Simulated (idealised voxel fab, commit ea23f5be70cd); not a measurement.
This is a process module. Its name is voxel spacer lines.
Square cell edge 5 nm, section width 270 nm, ID cut.
Format of a cross-section: grid, square cells. Given as bands. Order: top down. Band: one or more rows of cells.
This entry defines a band. It first specifies the height of the band's top and the height of its bottom in nm, and then specifies the band's materials from left to right, stating each material with its width in nm. The word "edge to edge" identifies a single material that fills the band from edge to edge, while the word "empty" identifies empty space.
The reference from which all heights are counted is 0, the level beneath which the as-received wafer is entirely one material; the lowest band, having no lower bound, proceeds downward and is written after the example "0 nm and below".
Width spec "30..40" -> top row of cells at first value, bottom row at second value, equal per-row change in between.
Where the words "nothing altered" appear for a step, the cross-section shows no cell changed by that step; every cell remained as before.
Closed empty spaces (no open way to the top) of 8 cells or more are what "Enclosed internal cavities" lists, each as width x height at distance from the left edge, nm for all three.
On each step's line, the part that comes after the settings is the simulator's own comment on the step.
"overlay nm" answers the question of how far to the right of plan the mask lay on a step that has a mask, and when it is negative the answer is to the left.

-- The following list gives the planned process steps
1: RECEIVE: material Si
2: CONFORMAL_DEP: material Al2O3, thk nm 10
3: DIRECTIONAL_DEP: material polySi, thk nm 20
4: DIRECTIONAL_DEP: material aC, thk nm 25
5: PATTERN: tone cover, mask id MANDREL, material resist, width nm 25, pitch nm 80, thk nm 35, overlay nm 0
6: DIRECTIONAL_ETCH: etch materials aC, depth nm 25
7: STRIP: etch materials resist
8: CONFORMAL_DEP: material SiN, thk nm 15
9: DIRECTIONAL_ETCH: etch materials SiN, depth nm 15
10: STRIP: etch materials aC
11: DIRECTIONAL_ETCH: etch materials polySi, depth nm 20
12: STRIP: etch materials SiN

-- Cross-section: wafer on arrival = after step 1
0 nm and below: Si edge to edge
Enclosed internal cavities: none

-- What the wafer looks like in cross-section after this module, when it starts as shown above and follows the plan above but one mistake is made in running it
30 nm to 10 nm: empty 65 | polySi 15 | empty 30 | polySi 15 | empty 20 | polySi 15 | empty 30 | polySi 15 | empty 65
10 nm to 0 nm: Al2O3 edge to edge
0 nm and below: Si edge to edge
Enclosed internal cavities: none
Finding, execution versus plan: step 5 was run on a setting that differed from the plan, and what really ran there is PATTERN: tone cover, mask id MANDREL, material resist, width nm 30, pitch nm 80, thk nm 35, overlay nm 0
